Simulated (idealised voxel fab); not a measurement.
Process module in this document: voxel double patterning
Square cell edge 5 nm, section width 295 nm, ID cut.
How to read a cross-section here: the picture is a grid of square cells, written as bands going from the top down, and any band can span one or more rows of cells. First you get the band's top height and its bottom height, in nm, and then the materials it's made of, left to right, with each width in nm. If you see a single material with "all across", that one covers the band edge to edge. "air" is empty space. The reference from which all heights are counted is 0, the level beneath which the as-received wafer is entirely one material; the lowest band, having no lower bound, proceeds downward and is written after the example "0..down". You'd read "30 to 40" like this: the band's top row of cells is as wide as the first number, its bottom row is as wide as the second, and going down, every row changes width by the same amount as the row before did. "no modifications" means the step left every cell of the cross-section as it was. Empty spaces without an open route to the top, at least 8 cells in extent, make up the entry "Unvented cavities"; each is given as width x height at distance, where the distance is measured from the left edge, and all are in nm. Post-settings text on a step line: simulator's own remark regarding the step. The optional step-line setting "overlay nm" applies to steps with a mask and quantifies how far to the right of its planned location the mask lay, a negative value indicating leftward placement.

**Process steps (planned)**
step 1: RECEIVE | material Si
step 2: CONFORMAL_DEP | material SiO2 | thk nm 10
step 3: DIRECTIONAL_DEP | material W | thk nm 10
step 4: DIRECTIONAL_DEP | material SiN | thk nm 5
step 5: MASKED_ETCH | tone open | mask id FIRST | width nm 15 | pitch nm 50 | etch materials SiN | depth nm 5 | overlay nm 0
step 6: DIRECTIONAL_DEP | material aC | thk nm 10
step 7: PATTERN | tone open | mask id SECOND | material resist | width nm 15 | pitch nm 50 | thk nm 25 | overlay nm 0
step 8: DIRECTIONAL_ETCH | etch materials aC | depth nm 10
step 9: STRIP | etch materials resist
step 10: DIRECTIONAL_ETCH | etch materials SiN | depth nm 5
step 11: STRIP | etch materials aC
step 12: DIRECTIONAL_ETCH | etch materials W | depth nm 10
step 13: STRIP | etch materials SiN

**Wafer, first of two, run as planned**

**Cross-section of the wafer at receipt, which is the condition after step 1**
> 0..down = Si all across
> Unvented cavities: none

**State of the wafer after step 2, shown in cross-section**
> 10..0 = SiO2 all across
> Unchanged below 0.

**State of the wafer after step 3, shown in cross-section**
> 20..10 = W all across
> Unchanged below 10.

**State of the wafer after step 4, shown in cross-section**
> 25..20 = SiN all across
> Unchanged below 20.

**State of the wafer after step 5, shown in cross-section**
> 25..20 = SiN (90), air (15), SiN (35), air (15), SiN (35), air (15), SiN (90)
> Unchanged below 20.

**State of the wafer after step 6, shown in cross-section**
> 35..30 = aC (90), air (15), aC (35), air (15), aC (35), air (15), aC (90)
> 30..25 = aC all across
> 25..20 = SiN (90), aC (15), SiN (35), aC (15), SiN (35), aC (15), SiN (90)
> Unchanged below 20.

**State of the wafer after step 7, shown in cross-section**
> 60..35 = resist (115), air (15), resist (35), air (15), resist (115)
> 35..30 = aC (90), resist (15), aC (35), resist (15), aC (35), resist (15), aC (90)
> Unchanged below 30.

**State of the wafer after step 8, shown in cross-section**
> 50..35 = resist (115), air (15), resist (35), air (15), resist (115)
> 35..30 = aC (90), resist (15), aC (10), air (15), aC (10), resist (15), aC (10), air (15), aC (10), resist (15), aC (90)
> 30..25 = aC (115), air (15), aC (35), air (15), aC (115)
> Unchanged below 25.

**State of the wafer after step 9, shown in cross-section**
> 35..30 = aC (90), air (15), aC (10), air (15), aC (10), air (15), aC (10), air (15), aC (10), air (15), aC (90)
> Unchanged below 30.

**State of the wafer after step 10, shown in cross-section**
> 35..30 = aC (90), air (15), aC (10), air (15), aC (10), air (15), aC (10), air (15), aC (10), air (15), aC (90)
> 30..25 = aC (115), air (15), aC (35), air (15), aC (115)
> 25..20 = SiN (90), aC (15), SiN (10), air (15), SiN (10), aC (15), SiN (10), air (15), SiN (10), aC (15), SiN (90)
> Unchanged below 20.

**State of the wafer after step 11, shown in cross-section**
> 25..20 = SiN (90), air (15), SiN (10), air (15), SiN (10), air (15), SiN (10), air (15), SiN (10), air (15), SiN (90)
> Unchanged below 20.

**State of the wafer after step 12, shown in cross-section**
> 25..20 = SiN (90), air (15), SiN (10), air (15), SiN (10), air (15), SiN (10), air (15), SiN (10), air (15), SiN (90)
> 20..10 = W (90), air (15), W (10), air (15), W (10), air (15), W (10), air (15), W (10), air (15), W (90)
> Unchanged below 10.

**State of the wafer after step 13, shown in cross-section**
> 20..10 = W (90), air (15), W (10), air (15), W (10), air (15), W (10), air (15), W (10), air (15), W (90)
> Unchanged below 10.

**The second wafer began exactly as the first did and followed the same plan, but one mistake was made while running it; through step 1 inclusive, the two wafers are identical**

Second wafer, cut view, end of step 2 per plan: no modifications

**Second wafer, cut view, end of step 3 per plan**
> 10..0 = W all across
> Unchanged below 0.

**Second wafer, cut view, end of step 4 per plan**
> 15..10 = SiN all across
> Unchanged below 10.

**Second wafer, cut view, end of step 5 per plan**
> 15..10 = SiN (90), air (15), SiN (35), air (15), SiN (35), air (15), SiN (90)
> Unchanged below 10.

**Second wafer, cut view, end of step 6 per plan**
> 25..20 = aC (90), air (15), aC (35), air (15), aC (35), air (15), aC (90)
> 20..15 = aC all across
> 15..10 = SiN (90), aC (15), SiN (35), aC (15), SiN (35), aC (15), SiN (90)
> Unchanged below 10.

**Second wafer, cut view, end of step 7 per plan**
> 50..25 = resist (115), air (15), resist (35), air (15), resist (115)
> 25..20 = aC (90), resist (15), aC (35), resist (15), aC (35), resist (15), aC (90)
> Unchanged below 20.

**Second wafer, cut view, end of step 8 per plan**
> 40..25 = resist (115), air (15), resist (35), air (15), resist (115)
> 25..20 = aC (90), resist (15), aC (10), air (15), aC (10), resist (15), aC (10), air (15), aC (10), resist (15), aC (90)
> 20..15 = aC (115), air (15), aC (35), air (15), aC (115)
> Unchanged below 15.

**Second wafer, cut view, end of step 9 per plan**
> 25..20 = aC (90), air (15), aC (10), air (15), aC (10), air (15), aC (10), air (15), aC (10), air (15), aC (90)
> Unchanged below 20.

**Second wafer, cut view, end of step 10 per plan**
> 25..20 = aC (90), air (15), aC (10), air (15), aC (10), air (15), aC (10), air (15), aC (10), air (15), aC (90)
> 20..15 = aC (115), air (15), aC (35), air (15), aC (115)
> 15..10 = SiN (90), aC (15), SiN (10), air (15), SiN (10), aC (15), SiN (10), air (15), SiN (10), aC (15), SiN (90)
> Unchanged below 10.

**Second wafer, cut view, end of step 11 per plan**
> 15..10 = SiN (90), air (15), SiN (10), air (15), SiN (10), air (15), SiN (10), air (15), SiN (10), air (15), SiN (90)
> Unchanged below 10.

**Second wafer, cut view, end of step 12 per plan**
> 15..10 = SiN (90), air (15), SiN (10), air (15), SiN (10), air (15), SiN (10), air (15), SiN (10), air (15), SiN (90)
> 10..0 = W (90), air (15), W (10), air (15), W (10), air (15), W (10), air (15), W (10), air (15), W (90)
> Unchanged below 0.

**Second wafer, cut view, end of step 13 per plan**
> 10..0 = W (90), air (15), W (10), air (15), W (10), air (15), W (10), air (15), W (10), air (15), W (90)
> Unchanged below 0.
Where did the run depart from the plan? step 2 of the plan was jumped over and never run
End check, counted in cells, second wafer has more or fewer of these materials than the first: SiO2: 118 fewer
